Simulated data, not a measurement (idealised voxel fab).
This section sets out a process module, namely voxel capacitor over wiring.
In the cross-section labelled cut, the width is 255 nm and each square cell is 5 nm.
Heads up, the way a cross-section reads in here is a grid of square cells, handed over as bands from the top down, with every band being one or more rows of cells.
First you get the band's top height and its bottom height, in nm, and then the materials it's made of, left to right, with each width in nm. If you see a single material with "everywhere", that one covers the band edge to edge. "empty" is empty space.
Heights are reckoned from 0. Under this level, the received wafer is all of one material. The bottommost band is open-ended downward, for example "0 down".
With a width like "30->40", each row of cells in the band differs from the next by the same amount, the top row carrying the first number and the bottom row the second.
Given "nothing changed" for a step, no cell of the cross-section differs between before and after that step.
The entry "Listed closed voids" lists the empty spaces that cover at least 8 cells and have no open path to the top. Each is written as width x height at distance, where the distance is measured from the left edge and all three values are in nm.
Step line, after settings: the simulator's comment on this step.
The optional step-line setting "overlay nm" applies to steps with a mask and quantifies how far to the right of its planned location the mask lay, a negative value indicating leftward placement.
Planned step list for the process:
1) RECEIVE with material Si
2) CONFORMAL_DEP with material SiO2, thk nm 15
3) CONFORMAL_DEP with material SiN, thk nm 5
4) DIRECTIONAL_DEP with material lowk, thk nm 25
5) DIRECTIONAL_DEP with material aC, thk nm 10
6) PATTERN with tone open, mask id METAL_1, material resist, width nm 25, pitch nm 95, thk nm 25, overlay nm 0
7) DIRECTIONAL_ETCH with etch materials aC, depth nm 10
8) STRIP with etch materials resist
9) DIRECTIONAL_ETCH with etch materials lowk, depth nm 25
10) DIRECTIONAL_ETCH with etch materials SiN, depth nm 5
11) STRIP with etch materials aC
12) CONFORMAL_DEP with material TiN, thk nm 5
13) FILL_DEP with material Cu, thk nm 10
14) CMP with height nm 45
15) CONFORMAL_DEP with material SiCN, thk nm 5
16) DIRECTIONAL_DEP with material SiO2, thk nm 10
17) PATTERN with tone open, mask id PLUG_1, material resist, width nm 15, thk nm 15, overlay nm 0
18) DIRECTIONAL_ETCH with etch materials SiO2, depth nm 10
19) DIRECTIONAL_ETCH with etch materials SiCN, depth nm 5
20) STRIP with etch materials resist
21) CONFORMAL_DEP with material TiN, thk nm 5
22) FILL_DEP with material W, thk nm 10
23) CMP with height nm 60
24) DIRECTIONAL_DEP with material TiN, thk nm 10
25) DIRECTIONAL_DEP with material SiN, thk nm 5
26) DIRECTIONAL_DEP with material TiN, thk nm 10
27) DIRECTIONAL_DEP with material aC, thk nm 10
28) PATTERN with tone cover, mask id UPPER_PLATE, material resist, width nm 75, thk nm 25, overlay nm 0
29) DIRECTIONAL_ETCH with etch materials aC, depth nm 10
30) STRIP with etch materials resist
31) DIRECTIONAL_ETCH with etch materials TiN, depth nm 10
32) DIRECTIONAL_ETCH with etch materials SiN, depth nm 5
33) STRIP with etch materials aC
34) DIRECTIONAL_DEP with material aC, thk nm 15
35) PATTERN with tone cover, mask id LOWER_PLATE, material resist, width nm 85, thk nm 30, overlay nm 0
36) DIRECTIONAL_ETCH with etch materials aC, depth nm 15
37) STRIP with etch materials resist
38) DIRECTIONAL_ETCH with etch materials TiN, depth nm 10
39) STRIP with etch materials aC
40) FILL_DEP with material SiO2, thk nm 15
41) CMP with height nm 95
42) DIRECTIONAL_DEP with material aC, thk nm 10
43) PATTERN with tone open, mask id PLUG_2, material resist, width nm 15, thk nm 25, overlay nm 0
44) DIRECTIONAL_ETCH with etch materials aC, depth nm 10
45) STRIP with etch materials resist
46) DIRECTIONAL_ETCH with etch materials SiO2, depth nm 10
47) STRIP with etch materials aC
48) CONFORMAL_DEP with material TiN, thk nm 5
49) FILL_DEP with material Cu, thk nm 5
50) CMP with height nm 95
51) CONFORMAL_DEP with material SiN, thk nm 5
As received (post step 1): cross-section:
  0 down = Si everywhere
  Listed closed voids: none
As-planned run: cross-section of the first of two wafers at end of module:
  100 to 95 = SiN everywhere
  95 to 90 = 85 nm SiO2, then 5 nm TiN, then 5 nm Cu, then 5 nm TiN, then 155 nm SiO2
  90 to 85 = 85 nm SiO2, then 15 nm TiN, then 155 nm SiO2
  85 to 75 = 75 nm SiO2, then 75 nm TiN, then 105 nm SiO2
  75 to 70 = 75 nm SiO2, then 75 nm SiN, then 105 nm SiO2
  70 to 60 = 70 nm SiO2, then 85 nm TiN, then 100 nm SiO2
  60 to 50 = 75 nm SiO2, then 5 nm TiN, then 5 nm W, then 5 nm TiN, then 165 nm SiO2
  50 to 45 = 75 nm SiCN, then 15 nm TiN, then 165 nm SiCN
  45 to 20 = 65 nm lowk, then 5 nm TiN, then 15 nm Cu, then 5 nm TiN, then 70 nm lowk, then 5 nm TiN, then 15 nm Cu, then 5 nm TiN, then 70 nm lowk
  20 to 15 = 65 nm SiN, then 25 nm TiN, then 70 nm SiN, then 25 nm TiN, then 70 nm SiN
  15 to 0 = SiO2 everywhere
  0 down = Si everywhere
  Listed closed voids: none
Second wafer through the module, sectioned at the end: same beginning and same plan as the first wafer, with one mistake in carrying it out:
  100 to 95 = SiN everywhere
  95 to 90 = 85 nm SiO2, then 5 nm TiN, then 5 nm Cu, then 5 nm TiN, then 155 nm SiO2
  90 to 85 = 85 nm SiO2, then 15 nm TiN, then 155 nm SiO2
  85 to 75 = 75 nm SiO2, then 75 nm TiN, then 105 nm SiO2
  75 to 70 = 75 nm SiO2, then 75 nm SiN, then 105 nm SiO2
  70 to 60 = 70 nm SiO2, then 85 nm TiN, then 100 nm SiO2
  60 to 50 = 75 nm SiO2, then 5 nm TiN, then 5 nm W, then 5 nm TiN, then 165 nm SiO2
  50 to 45 = 75 nm SiCN, then 15 nm TiN, then 165 nm SiCN
  45 to 20 = SiO2 everywhere
  20 to 15 = SiN everywhere
  15 to 0 = SiO2 everywhere
  0 down = Si everywhere
  Listed closed voids: none
Short version of what went wrong: step 4 did not use the planned setting and instead ran as DIRECTIONAL_DEP with material SiO2, thk nm 25
Upon completion, the second wafer contains, in terms of cells, a greater or smaller amount of certain materials than the first wafer: Cu -30, SiN +10, SiO2 +255, TiN -30, lowk -205
